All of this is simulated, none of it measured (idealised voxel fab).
Process module name: voxel capacitor over wiring
The width of the displayed cross-section, cut, is 220 nm; its cells are square, with a size of 5 nm.
Reading order for cross-sections: top band down to bottom band. Underlying form: a grid of square cells. Band size: one or more rows of cells.
Each band's line starts with the height of the band's top and of its bottom, in nm. Then come its materials from left to right, each with its width in nm. One material with "full width" fills the band from edge to edge. "air" is empty space.
Convention: height 0 is the level below which the wafer, as received, is all one material. The lowest band does not terminate at the bottom but continues downward, represented as "0 down".
A width given as "30..40" starts at the first number in the band's top row and ends at the second number in its bottom row, shifting by an equal amount at every step from row to row.
"no modification" after a step means that no cell of the cross-section changed.
Closed internal voids: empty space of 8 cells or more with no open way to the top, each as width x height at its distance from the left edge, in nm
The remark found on a step's line after its settings is issued by the simulator itself and pertains to that step.
You can add "overlay nm" to a step's line. For a step with a mask, it describes how far the mask lay to the right of its planned position, and a negative number describes a lay to the left.

Process steps foreseen in the plan:
1. RECEIVE, material Si
2. CONFORMAL_DEP, material SiO2, thk nm 15
3. CONFORMAL_DEP, material SiN, thk nm 5
4. DIRECTIONAL_DEP, material SiO2, thk nm 25
5. MASKED_ETCH, tone open, mask id METAL_1, width nm 20, pitch nm 80, etch materials SiO2, depth nm 25, overlay nm 0
6. MASKED_ETCH, tone open, mask id METAL_1, width nm 20, pitch nm 80, etch materials SiN, depth nm 5, overlay nm 0
7. CONFORMAL_DEP, material TiN, thk nm 5
8. FILL_DEP, material Ru, thk nm 10
9. CMP, height nm 45
10. EPI, material Ru, thk nm 5
11. FILL_DEP, material SiCN, thk nm 5
12. DIRECTIONAL_DEP, material lowk, thk nm 10
13. MASKED_ETCH, tone open, mask id PLUG_1, width nm 15, etch materials lowk, depth nm 10, overlay nm 0
14. MASKED_ETCH, tone open, mask id PLUG_1, width nm 15, etch materials SiCN, depth nm 5, overlay nm 0
15. EPI, material Ru, thk nm 10
16. EPI, material Ru, thk nm 5
17. DIRECTIONAL_DEP, material TiN, thk nm 10
18. DIRECTIONAL_DEP, material Al2O3, thk nm 5
19. DIRECTIONAL_DEP, material TiN, thk nm 10
20. PATTERN, tone cover, mask id UPPER_PLATE, material resist, width nm 65, thk nm 20, overlay nm 0
21. DIRECTIONAL_ETCH, etch materials TiN, depth nm 10
22. DIRECTIONAL_ETCH, etch materials Al2O3, depth nm 5
23. STRIP, etch materials resist
24. DIRECTIONAL_DEP, material aC, thk nm 15
25. PATTERN, tone cover, mask id LOWER_PLATE, material resist, width nm 75, thk nm 30, overlay nm 0
26. DIRECTIONAL_ETCH, etch materials aC, depth nm 15
27. STRIP, etch materials resist
28. DIRECTIONAL_ETCH, etch materials TiN, depth nm 10
29. STRIP, etch materials aC
30. FILL_DEP, material SiO2, thk nm 15
31. CMP, height nm 100
32. DIRECTIONAL_DEP, material aC, thk nm 15
33. PATTERN, tone open, mask id PLUG_2, material resist, width nm 15, thk nm 35, overlay nm 0
34. DIRECTIONAL_ETCH, etch materials aC, depth nm 15
35. STRIP, etch materials resist
36. DIRECTIONAL_ETCH, etch materials SiO2, depth nm 10
37. STRIP, etch materials aC
38. CONFORMAL_DEP, material TiN, thk nm 5
39. FILL_DEP, material Ru, thk nm 5
40. CMP, height nm 100
41. CONFORMAL_DEP, material SiN, thk nm 5

First out of two wafers; run went to plan:

Cross-section of the wafer at receipt, which is the condition after step 1:
- 0 down: Si full width
- Closed internal voids: none

Step 2 complete: cross-section through the wafer:
- 15 to 0: SiO2 full width
- All layers under 0 are left as they were.

Step 3 complete: cross-section through the wafer:
- 20 to 15: SiN full width
- All layers under 15 are left as they were.

Step 4 complete: cross-section through the wafer:
- 45 to 20: SiO2 full width
- All layers under 20 are left as they were.

Step 5 complete: cross-section through the wafer:
- 45 to 20: 60 nm SiO2 | 20 nm air | 60 nm SiO2 | 20 nm air | 60 nm SiO2
- All layers under 20 are left as they were.

Step 6 complete: cross-section through the wafer:
- 45 to 20: 60 nm SiO2 | 20 nm air | 60 nm SiO2 | 20 nm air | 60 nm SiO2
- 20 to 15: 60 nm SiN | 20 nm air | 60 nm SiN | 20 nm air | 60 nm SiN
- All layers under 15 are left as they were.

Step 7 complete: cross-section through the wafer:
- 50 to 45: 65 nm TiN | 10 nm air | 70 nm TiN | 10 nm air | 65 nm TiN
- 45 to 20: 60 nm SiO2 | 5 nm TiN | 10 nm air | 5 nm TiN | 60 nm SiO2 | 5 nm TiN | 10 nm air | 5 nm TiN | 60 nm SiO2
- 20 to 15: 60 nm SiN | 20 nm TiN | 60 nm SiN | 20 nm TiN | 60 nm SiN
- All layers under 15 are left as they were.

Step 8 complete: cross-section through the wafer:
- 60 to 50: Ru full width
- 50 to 45: 65 nm TiN | 10 nm Ru | 70 nm TiN | 10 nm Ru | 65 nm TiN
- 45 to 20: 60 nm SiO2 | 5 nm TiN | 10 nm Ru | 5 nm TiN | 60 nm SiO2 | 5 nm TiN | 10 nm Ru | 5 nm TiN | 60 nm SiO2
- All layers under 20 are left as they were.

Step 9 complete: cross-section through the wafer:
- 45 to 20: 60 nm SiO2 | 5 nm TiN | 10 nm Ru | 5 nm TiN | 60 nm SiO2 | 5 nm TiN | 10 nm Ru | 5 nm TiN | 60 nm SiO2
- All layers under 20 are left as they were.

Step 10 complete: cross-section through the wafer:
- 50 to 45: 55 nm air | 30 nm Ru | 50 nm air | 30 nm Ru | 55 nm air
- All layers under 45 are left as they were.

Step 11 complete: cross-section through the wafer:
- 55 to 50: SiCN full width
- 50 to 45: 55 nm SiCN | 30 nm Ru | 50 nm SiCN | 30 nm Ru | 55 nm SiCN
- All layers under 45 are left as they were.

Step 12 complete: cross-section through the wafer:
- 65 to 55: lowk full width
- All layers under 55 are left as they were.

Step 13 complete: cross-section through the wafer:
- 65 to 55: 65 nm lowk | 15 nm air | 140 nm lowk
- All layers under 55 are left as they were.

Step 14 complete: cross-section through the wafer:
- 65 to 55: 65 nm lowk | 15 nm air | 140 nm lowk
- 55 to 50: 65 nm SiCN | 15 nm air | 140 nm SiCN
- All layers under 50 are left as they were.

Step 15 complete: cross-section through the wafer:
- 65 to 60: 65 nm lowk | 15 nm air | 140 nm lowk
- 60 to 55: 65 nm lowk | 15 nm Ru | 140 nm lowk
- 55 to 50: 65 nm SiCN | 15 nm Ru | 140 nm SiCN
- All layers under 50 are left as they were.

Step 16 complete: cross-section through the wafer:
- 65 to 55: 65 nm lowk | 15 nm Ru | 140 nm lowk
- All layers under 55 are left as they were.

Step 17 complete: cross-section through the wafer:
- 75 to 65: TiN full width
- All layers under 65 are left as they were.

Step 18 complete: cross-section through the wafer:
- 80 to 75: Al2O3 full width
- All layers under 75 are left as they were.

Step 19 complete: cross-section through the wafer:
- 90 to 80: TiN full width
- All layers under 80 are left as they were.

Step 20 complete: cross-section through the wafer:
- 110 to 90: 65 nm air | 65 nm resist | 90 nm air
- All layers under 90 are left as they were.

Step 21 complete: cross-section through the wafer:
- 110 to 90: 65 nm air | 65 nm resist | 90 nm air
- 90 to 80: 65 nm air | 65 nm TiN | 90 nm air
- All layers under 80 are left as they were.

Step 22 complete: cross-section through the wafer:
- 110 to 90: 65 nm air | 65 nm resist | 90 nm air
- 90 to 80: 65 nm air | 65 nm TiN | 90 nm air
- 80 to 75: 65 nm air | 65 nm Al2O3 | 90 nm air
- All layers under 75 are left as they were.

Step 23 complete: cross-section through the wafer:
- 90 to 80: 65 nm air | 65 nm TiN | 90 nm air
- All layers under 80 are left as they were.

Step 24 complete: cross-section through the wafer:
- 105 to 90: 65 nm air | 65 nm aC | 90 nm air
- 90 to 80: 65 nm aC | 65 nm TiN | 90 nm aC
- 80 to 75: 65 nm aC | 65 nm Al2O3 | 90 nm aC
- All layers under 75 are left as they were.

Step 25 complete: cross-section through the wafer:
- 135 to 105: 60 nm air | 75 nm resist | 85 nm air
- 105 to 90: 60 nm air | 5 nm resist | 65 nm aC | 5 nm resist | 85 nm air
- All layers under 90 are left as they were.

Step 26 complete: cross-section through the wafer:
- 120 to 105: 60 nm air | 75 nm resist | 85 nm air
- 105 to 90: 60 nm air | 5 nm resist | 65 nm aC | 5 nm resist | 85 nm air
- 90 to 80: 60 nm air | 5 nm aC | 65 nm TiN | 5 nm aC | 85 nm air
- 80 to 75: 60 nm air | 5 nm aC | 65 nm Al2O3 | 5 nm aC | 85 nm air
- All layers under 75 are left as they were.

Step 27 complete: cross-section through the wafer:
- 105 to 90: 65 nm air | 65 nm aC | 90 nm air
- All layers under 90 are left as they were.

Step 28 complete: cross-section through the wafer:
- 105 to 90: 65 nm air | 65 nm aC | 90 nm air
- 90 to 80: 60 nm air | 5 nm aC | 65 nm TiN | 5 nm aC | 85 nm air
- 80 to 75: 60 nm air | 5 nm aC | 65 nm Al2O3 | 5 nm aC | 85 nm air
- 75 to 65: 60 nm air | 75 nm TiN | 85 nm air
- All layers under 65 are left as they were.

Step 29 complete: cross-section through the wafer:
- 90 to 80: 65 nm air | 65 nm TiN | 90 nm air
- 80 to 75: 65 nm air | 65 nm Al2O3 | 90 nm air
- All layers under 75 are left as they were.

Step 30 complete: cross-section through the wafer:
- 105 to 90: SiO2 full width
- 90 to 80: 65 nm SiO2 | 65 nm TiN | 90 nm SiO2
- 80 to 75: 65 nm SiO2 | 65 nm Al2O3 | 90 nm SiO2
- 75 to 65: 60 nm SiO2 | 75 nm TiN | 85 nm SiO2
- All layers under 65 are left as they were.

Step 31 complete: cross-section through the wafer:
- 100 to 90: SiO2 full width
- All layers under 90 are left as they were.

Step 32 complete: cross-section through the wafer:
- 115 to 100: aC full width
- All layers under 100 are left as they were.

Step 33 complete: cross-section through the wafer:
- 150 to 115: 75 nm resist | 15 nm air | 130 nm resist
- All layers under 115 are left as they were.

Step 34 complete: cross-section through the wafer:
- 135 to 115: 75 nm resist | 15 nm air | 130 nm resist
- 115 to 100: 75 nm aC | 15 nm air | 130 nm aC
- All layers under 100 are left as they were.

Step 35 complete: cross-section through the wafer:
- 115 to 100: 75 nm aC | 15 nm air | 130 nm aC
- All layers under 100 are left as they were.

Step 36 complete: cross-section through the wafer:
- 115 to 100: 75 nm aC | 15 nm air | 130 nm aC
- 100 to 90: 75 nm SiO2 | 15 nm air | 130 nm SiO2
- All layers under 90 are left as they were.

Step 37 complete: cross-section through the wafer:
- 100 to 90: 75 nm SiO2 | 15 nm air | 130 nm SiO2
- All layers under 90 are left as they were.

Step 38 complete: cross-section through the wafer:
- 105 to 100: 80 nm TiN | 5 nm air | 135 nm TiN
- 100 to 95: 75 nm SiO2 | 5 nm TiN | 5 nm air | 5 nm TiN | 130 nm SiO2
- 95 to 90: 75 nm SiO2 | 15 nm TiN | 130 nm SiO2
- All layers under 90 are left as they were.

Step 39 complete: cross-section through the wafer:
- 110 to 105: Ru full width
- 105 to 100: 80 nm TiN | 5 nm Ru | 135 nm TiN
- 100 to 95: 75 nm SiO2 | 5 nm TiN | 5 nm Ru | 5 nm TiN | 130 nm SiO2
- All layers under 95 are left as they were.

Step 40 complete: cross-section through the wafer:
- 100 to 95: 75 nm SiO2 | 5 nm TiN | 5 nm Ru | 5 nm TiN | 130 nm SiO2
- All layers under 95 are left as they were.

Step 41 complete: cross-section through the wafer:
- 105 to 100: SiN full width
- All layers under 100 are left as they were.

Second wafer. Start and plan as for the first. One mistake made in running. Agrees with the first up to and including step 17:

The second wafer in cross-section, at the planned close of step 18:
- 85 to 65: TiN full width
- All layers under 65 are left as they were.

The second wafer in cross-section, at the planned close of step 19:
- 90 to 85: Al2O3 full width
- All layers under 85 are left as they were.

The second wafer in cross-section, at the planned close of step 20:
- 110 to 90: 65 nm air | 65 nm resist | 90 nm air
- All layers under 90 are left as they were.

The second wafer in cross-section, at the planned close of step 21: no modification

The second wafer in cross-section, at the planned close of step 22:
- 110 to 90: 65 nm air | 65 nm resist | 90 nm air
- 90 to 85: 65 nm air | 65 nm Al2O3 | 90 nm air
- All layers under 85 are left as they were.

The second wafer in cross-section, at the planned close of step 23:
- 90 to 85: 65 nm air | 65 nm Al2O3 | 90 nm air
- All layers under 85 are left as they were.

The second wafer in cross-section, at the planned close of step 24:
- 105 to 100: 65 nm air | 65 nm aC | 90 nm air
- 100 to 90: aC full width
- 90 to 85: 65 nm aC | 65 nm Al2O3 | 90 nm aC
- All layers under 85 are left as they were.

The second wafer in cross-section, at the planned close of step 25:
- 135 to 105: 60 nm air | 75 nm resist | 85 nm air
- 105 to 100: 60 nm air | 5 nm resist | 65 nm aC | 5 nm resist | 85 nm air
- All layers under 100 are left as they were.

The second wafer in cross-section, at the planned close of step 26:
- 120 to 105: 60 nm air | 75 nm resist | 85 nm air
- 105 to 100: 60 nm air | 5 nm resist | 65 nm aC | 5 nm resist | 85 nm air
- 100 to 90: 60 nm air | 75 nm aC | 85 nm air
- 90 to 85: 60 nm air | 5 nm aC | 65 nm Al2O3 | 5 nm aC | 85 nm air
- All layers under 85 are left as they were.

The second wafer in cross-section, at the planned close of step 27:
- 105 to 100: 65 nm air | 65 nm aC | 90 nm air
- All layers under 100 are left as they were.

The second wafer in cross-section, at the planned close of step 28:
- 105 to 100: 65 nm air | 65 nm aC | 90 nm air
- 100 to 90: 60 nm air | 75 nm aC | 85 nm air
- 90 to 85: 60 nm air | 5 nm aC | 65 nm Al2O3 | 5 nm aC | 85 nm air
- 85 to 75: 60 nm air | 75 nm TiN | 85 nm air
- All layers under 75 are left as they were.

The second wafer in cross-section, at the planned close of step 29:
- 90 to 85: 65 nm air | 65 nm Al2O3 | 90 nm air
- All layers under 85 are left as they were.

The second wafer in cross-section, at the planned close of step 30:
- 105 to 90: SiO2 full width
- 90 to 85: 65 nm SiO2 | 65 nm Al2O3 | 90 nm SiO2
- 85 to 75: 60 nm SiO2 | 75 nm TiN | 85 nm SiO2
- All layers under 75 are left as they were.

The second wafer in cross-section, at the planned close of step 31:
- 100 to 90: SiO2 full width
- All layers under 90 are left as they were.

The second wafer in cross-section, at the planned close of step 32:
- 115 to 100: aC full width
- All layers under 100 are left as they were.

The second wafer in cross-section, at the planned close of step 33:
- 150 to 115: 75 nm resist | 15 nm air | 130 nm resist
- All layers under 115 are left as they were.

The second wafer in cross-section, at the planned close of step 34:
- 135 to 115: 75 nm resist | 15 nm air | 130 nm resist
- 115 to 100: 75 nm aC | 15 nm air | 130 nm aC
- All layers under 100 are left as they were.

The second wafer in cross-section, at the planned close of step 35:
- 115 to 100: 75 nm aC | 15 nm air | 130 nm aC
- All layers under 100 are left as they were.

The second wafer in cross-section, at the planned close of step 36:
- 115 to 100: 75 nm aC | 15 nm air | 130 nm aC
- 100 to 90: 75 nm SiO2 | 15 nm air | 130 nm SiO2
- All layers under 90 are left as they were.

The second wafer in cross-section, at the planned close of step 37:
- 100 to 90: 75 nm SiO2 | 15 nm air | 130 nm SiO2
- All layers under 90 are left as they were.

The second wafer in cross-section, at the planned close of step 38:
- 105 to 100: 80 nm TiN | 5 nm air | 135 nm TiN
- 100 to 95: 75 nm SiO2 | 5 nm TiN | 5 nm air | 5 nm TiN | 130 nm SiO2
- 95 to 90: 75 nm SiO2 | 15 nm TiN | 130 nm SiO2
- All layers under 90 are left as they were.

The second wafer in cross-section, at the planned close of step 39:
- 110 to 105: Ru full width
- 105 to 100: 80 nm TiN | 5 nm Ru | 135 nm TiN
- 100 to 95: 75 nm SiO2 | 5 nm TiN | 5 nm Ru | 5 nm TiN | 130 nm SiO2
- All layers under 95 are left as they were.

The second wafer in cross-section, at the planned close of step 40:
- 100 to 95: 75 nm SiO2 | 5 nm TiN | 5 nm Ru | 5 nm TiN | 130 nm SiO2
- All layers under 95 are left as they were.

The second wafer in cross-section, at the planned close of step 41:
- 105 to 100: SiN full width
- All layers under 100 are left as they were.
Processing error: steps 18 and 19 of the plan were each performed in the slot designated for the other
Once processing is complete, comparing cell counts shows that the second wafer has more or fewer of certain materials than the first: SiO2 -62; TiN +62
